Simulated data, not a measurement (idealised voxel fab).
The name of this process module is voxel capacitor over wiring.
cross-section cut | 260 nm wide | cells 5 nm
Cross-section format: a grid of square cells, given as bands from top to bottom; each band is one or more rows of cells. Per band: top height and bottom height in nm, followed by the left-to-right materials and their widths in nm; "throughout" marks a single material spanning edge to edge, "empty" marks empty space. Heights are measured from 0, the level below which the as-received wafer is all one material; the lowest band has no bottom and continues downward, written as in "0 and below". Top row gets the first number, bottom row gets the second, and each row in between changes by the same step: that is how a band width like "30 to 40" works. "left unchanged" for a step: no cell of the cross-section changed in that step. "Fully sealed cavities" means: voids of 8 cells or more that are shut off from the top with no open way through. Written width x height at distance, distance from the left edge, in nm. Formally, on a step line, whatever follows the settings is a remark that the simulator itself makes on the step. overlay nm: step with mask; distance mask lay right of planned place; negative value = left of planned place.

Plan
1,RECEIVE [material Si]
2,CONFORMAL_DEP [material SiO2] [thk nm 15]
3,CONFORMAL_DEP [material SiCN] [thk nm 5]
4,DIRECTIONAL_DEP [material lowk] [thk nm 25]
5,DIRECTIONAL_DEP [material aC] [thk nm 10]
6,PATTERN [tone open] [mask id METAL_1] [material resist] [width nm 20] [pitch nm 80] [thk nm 30] [overlay nm 0]
7,DIRECTIONAL_ETCH [etch materials aC] [depth nm 10]
8,STRIP [etch materials resist]
9,DIRECTIONAL_ETCH [etch materials lowk] [depth nm 25]
10,DIRECTIONAL_ETCH [etch materials SiCN] [depth nm 5]
11,STRIP [etch materials aC]
12,CONFORMAL_DEP [material TiN] [thk nm 5]
13,FILL_DEP [material Ru] [thk nm 5]
14,CMP [height nm 45]
15,EPI [material Ru] [thk nm 5]
16,FILL_DEP [material SiCN] [thk nm 5]
17,DIRECTIONAL_DEP [material SiO2] [thk nm 20]
18,MASKED_ETCH [tone open] [mask id PLUG_1] [width nm 15] [etch materials SiO2] [depth nm 20] [overlay nm 0]
19,MASKED_ETCH [tone open] [mask id PLUG_1] [width nm 15] [etch materials SiCN] [depth nm 5] [overlay nm 0]
20,CONFORMAL_DEP [material TiN] [thk nm 5]
21,FILL_DEP [material W] [thk nm 10]
22,CMP [height nm 75]
23,DIRECTIONAL_DEP [material TiN] [thk nm 5]
24,DIRECTIONAL_DEP [material Al2O3] [thk nm 5]
25,DIRECTIONAL_DEP [material TiN] [thk nm 10]
26,PATTERN [tone cover] [mask id UPPER_PLATE] [material resist] [width nm 65] [thk nm 15] [overlay nm 0]
27,DIRECTIONAL_ETCH [etch materials TiN] [depth nm 10]
28,DIRECTIONAL_ETCH [etch materials Al2O3] [depth nm 5]
29,STRIP [etch materials resist]
30,PATTERN [tone cover] [mask id LOWER_PLATE] [material resist] [width nm 75] [thk nm 15] [overlay nm 0]
31,DIRECTIONAL_ETCH [etch materials TiN] [depth nm 5]
32,STRIP [etch materials resist]
33,FILL_DEP [material SiO2] [thk nm 20]
34,CMP [height nm 110]
35,PATTERN [tone open] [mask id PLUG_2] [material resist] [width nm 15] [thk nm 15] [overlay nm 0]
36,DIRECTIONAL_ETCH [etch materials SiO2] [depth nm 15]
37,STRIP [etch materials resist]
38,CONFORMAL_DEP [material TiN] [thk nm 5]
39,FILL_DEP [material Ru] [thk nm 10]
40,CMP [height nm 110]
41,CONFORMAL_DEP [material SiCN] [thk nm 5]

Step 1 complete: cross-section of the wafer as received
- 0 and below: Si throughout
- Fully sealed cavities: none

Cross-section, first of two wafers, end of module, run as planned
- 115 down to 110: SiCN throughout
- 110 down to 100: 95 SiO2; 5 TiN; 5 Ru; 5 TiN; 150 SiO2
- 100 down to 95: 95 SiO2; 15 TiN; 150 SiO2
- 95 down to 85: 85 SiO2; 65 TiN; 110 SiO2
- 85 down to 80: 85 SiO2; 65 Al2O3; 110 SiO2
- 80 down to 75: 80 SiO2; 75 TiN; 105 SiO2
- 75 down to 55: 85 SiO2; 5 TiN; 5 W; 5 TiN; 160 SiO2
- 55 down to 50: 85 SiCN; 15 TiN; 160 SiCN
- 50 down to 45: 75 SiCN; 30 Ru; 50 SiCN; 30 Ru; 75 SiCN
- 45 down to 20: 80 lowk; 5 TiN; 10 Ru; 5 TiN; 60 lowk; 5 TiN; 10 Ru; 5 TiN; 80 lowk
- 20 down to 15: 80 SiCN; 20 TiN; 60 SiCN; 20 TiN; 80 SiCN
- 15 down to 0: SiO2 throughout
- 0 and below: Si throughout
- Fully sealed cavities: none

Cross-section, wafer two of two, end of module: same start and plan as wafer one, one error in execution
- 115 down to 110: SiCN throughout
- 110 down to 95: lowk throughout
- 95 down to 85: 85 lowk; 65 TiN; 110 lowk
- 85 down to 80: 85 lowk; 65 Al2O3; 110 lowk
- 80 down to 75: 80 lowk; 75 TiN; 105 lowk
- 75 down to 55: 85 SiO2; 5 TiN; 5 W; 5 TiN; 160 SiO2
- 55 down to 50: 85 SiCN; 15 TiN; 160 SiCN
- 50 down to 45: 75 SiCN; 30 Ru; 50 SiCN; 30 Ru; 75 SiCN
- 45 down to 20: 80 lowk; 5 TiN; 10 Ru; 5 TiN; 60 lowk; 5 TiN; 10 Ru; 5 TiN; 80 lowk
- 20 down to 15: 80 SiCN; 20 TiN; 60 SiCN; 20 TiN; 80 SiCN
- 15 down to 0: SiO2 throughout
- 0 and below: Si throughout
- Fully sealed cavities: none
Here's what went sideways: in deviation from the planned setting, step 33 was conducted as FILL_DEP [material lowk] [thk nm 20]
End check, counted in cells, second wafer has more or fewer of these materials than the first: 2 fewer of Ru | 301 fewer of SiO2 | 7 fewer of TiN | 310 more of lowk
